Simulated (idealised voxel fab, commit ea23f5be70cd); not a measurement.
The name of this process module is voxel wiring stack.
This is section cut - it's 265 nm across, gridded in 5 nm square cells.
How to read a cross-section here: the picture is a grid of square cells, written as bands going from the top down, and any band can span one or more rows of cells.
Band entry format. Leading values: height of top, height of bottom, nm. Remainder: materials in left-to-right order, each with its width in nm. Special words: "all across" on a single material, which then fills the band edge to edge; "empty", empty space.
Height 0 is the level under which the wafer as received is all one material. The lowest band goes on downwards, as in "0..down".
A width such as "30->40" changes by the same amount from each row of cells to the next, from the band's top row to its bottom row.
Where a step carries "no change", the cross-section came out of it unchanged, cell for cell.
Voids not open to the top, 8 cells minimum: see "Enclosed void listing". Written width x height at distance; distance is from the left edge; nm.
That trailing text on a step's line, after the settings, is the simulator's own remark on the step.
Each step line may optionally specify "overlay nm", which for a step with a mask gives the rightward distance between the mask's planned place and where it lay, a negative value indicating the leftward direction.
THESE ARE THE STEPS WE PLANNED FOR THE PROCESS
1. RECEIVE | material Si
2. CONFORMAL_DEP | material SiO2 | thk nm 15
3. DIRECTIONAL_DEP | material TiN | thk nm 5
4. DIRECTIONAL_DEP | material Ru | thk nm 20
5. MASKED_ETCH | tone cover | mask id METAL_1 | width nm 30 | pitch nm 50 | etch materials Ru | depth nm 20 | overlay nm 0
6. MASKED_ETCH | tone cover | mask id METAL_1 | width nm 30 | pitch nm 50 | etch materials TiN | depth nm 5 | overlay nm 0
7. FILL_DEP | material SiO2 | thk nm 5
8. CMP | height nm 40
9. CONFORMAL_DEP | material SiCN | thk nm 5
10. DIRECTIONAL_DEP | material lowk | thk nm 15
11. MASKED_ETCH | tone open | mask id PLUG_1 | width nm 15 | pitch nm 100 | etch materials lowk | depth nm 15 | overlay nm 0
12. MASKED_ETCH | tone open | mask id PLUG_1 | width nm 15 | pitch nm 100 | etch materials SiCN | depth nm 5 | overlay nm 0
13. CONFORMAL_DEP | material TiN | thk nm 5
14. FILL_DEP | material Cu | thk nm 10
15. CMP | height nm 60
16. DIRECTIONAL_DEP | material TiN | thk nm 5
17. DIRECTIONAL_DEP | material Ru | thk nm 15
18. DIRECTIONAL_DEP | material aC | thk nm 15
19. PATTERN | tone cover | mask id METAL_2 | material resist | width nm 30 | pitch nm 50 | thk nm 30 | overlay nm 0
20. DIRECTIONAL_ETCH | etch materials aC | depth nm 15
21. STRIP | etch materials resist
22. DIRECTIONAL_ETCH | etch materials Ru | depth nm 15
23. DIRECTIONAL_ETCH | etch materials TiN | depth nm 5
24. STRIP | etch materials aC
25. CONFORMAL_DEP | material SiCN | thk nm 5
26. FILL_DEP | material lowk | thk nm 5
27. CMP | height nm 80
28. CONFORMAL_DEP | material SiCN | thk nm 5
29. DIRECTIONAL_DEP | material SiO2 | thk nm 15
30. MASKED_ETCH | tone open | mask id PLUG_2 | width nm 15 | pitch nm 100 | etch materials SiO2 | depth nm 15 | overlay nm 0
31. MASKED_ETCH | tone open | mask id PLUG_2 | width nm 15 | pitch nm 100 | etch materials SiCN | depth nm 5 | overlay nm 0
32. EPI | material Ru | thk nm 10
33. EPI | material Ru | thk nm 10
34. DIRECTIONAL_DEP | material TiN | thk nm 5
35. DIRECTIONAL_DEP | material Ru | thk nm 20
36. MASKED_ETCH | tone cover | mask id METAL_3 | width nm 30 | pitch nm 50 | etch materials Ru | depth nm 20 | overlay nm 0
37. MASKED_ETCH | tone cover | mask id METAL_3 | width nm 30 | pitch nm 50 | etch materials TiN | depth nm 5 | overlay nm 0
38. FILL_DEP | material SiO2 | thk nm 5
39. CMP | height nm 125
40. CONFORMAL_DEP | material SiCN | thk nm 5
41. DIRECTIONAL_DEP | material lowk | thk nm 15
42. MASKED_ETCH | tone open | mask id PLUG_3 | width nm 15 | pitch nm 50 | etch materials lowk | depth nm 15 | overlay nm 0
43. MASKED_ETCH | tone open | mask id PLUG_3 | width nm 15 | pitch nm 50 | etch materials SiCN | depth nm 5 | overlay nm 0
44. EPI | material Ru | thk nm 10
45. EPI | material Ru | thk nm 10
46. CONFORMAL_DEP | material SiN | thk nm 5
47. DIRECTIONAL_DEP | material lowk | thk nm 15
48. MASKED_ETCH | tone open | mask id METAL_4 | width nm 30 | pitch nm 50 | etch materials lowk | depth nm 15 | overlay nm 0
49. MASKED_ETCH | tone open | mask id METAL_4 | width nm 30 | pitch nm 50 | etch materials SiN | depth nm 5 | overlay nm 0
50. CONFORMAL_DEP | material TiN | thk nm 5
51. FILL_DEP | material Ru | thk nm 10
52. CMP | height nm 165
53. CONFORMAL_DEP | material SiCN | thk nm 5
INCOMING WAFER, CROSS-SECTIONAL VIEW, POST STEP 1
> 0..down: Si all across
> Enclosed void listing: none
CROSS-SECTIONAL RESULT AFTER MODULE COMPLETION. NOTE: STARTING CONDITION AND PLAN ARE UNCHANGED FROM ABOVE; ONE PROCESSING MISTAKE WAS MADE
> 170..165: SiCN all across
> 165..150: 40 lowk; 5 TiN; 20 Ru; 5 TiN; 20 lowk; 5 TiN; 20 Ru; 5 TiN; 20 lowk; 5 TiN; 20 Ru; 5 TiN; 20 lowk; 5 TiN; 20 Ru; 5 TiN; 45 lowk
> 150..145: 40 SiN; 30 TiN; 20 SiN; 30 TiN; 20 SiN; 30 TiN; 20 SiN; 30 TiN; 45 SiN
> 145..130: SiO2 all across
> 130..125: SiCN all across
> 125..105: 40 SiO2; 30 Ru; 20 SiO2; 30 Ru; 20 SiO2; 30 Ru; 20 SiO2; 30 Ru; 45 SiO2
> 105..100: 40 SiO2; 30 TiN; 20 SiO2; 30 TiN; 20 SiO2; 30 TiN; 20 SiO2; 30 TiN; 45 SiO2
> 100..85: 40 SiO2; 15 Ru; 85 SiO2; 15 Ru; 110 SiO2
> 85..80: 40 SiCN; 15 Ru; 85 SiCN; 15 Ru; 110 SiCN
> 80..65: 35 lowk; 5 SiCN; 30 Ru; 5 SiCN; 10 lowk; 5 SiCN; 30 Ru; 5 SiCN; 10 lowk; 5 SiCN; 30 Ru; 5 SiCN; 10 lowk; 5 SiCN; 30 Ru; 5 SiCN; 40 lowk
> 65..60: 40 SiCN; 30 TiN; 20 SiCN; 30 TiN; 20 SiCN; 30 TiN; 20 SiCN; 30 TiN; 45 SiCN
> 60..45: 40 lowk; 5 TiN; 5 Cu; 5 TiN; 85 lowk; 5 TiN; 5 Cu; 5 TiN; 110 lowk
> 45..40: 40 SiCN; 15 TiN; 85 SiCN; 15 TiN; 110 SiCN
> 40..20: 40 SiO2; 30 Ru; 20 SiO2; 30 Ru; 20 SiO2; 30 Ru; 20 SiO2; 30 Ru; 45 SiO2
> 20..15: 40 SiO2; 30 TiN; 20 SiO2; 30 TiN; 20 SiO2; 30 TiN; 20 SiO2; 30 TiN; 45 SiO2
> 15..0: SiO2 all across
> 0..down: Si all across
> Enclosed void listing: none
what went wrong: step 41 was run on a setting that differed from the plan, and what really ran there is DIRECTIONAL_DEP | material SiO2 | thk nm 15
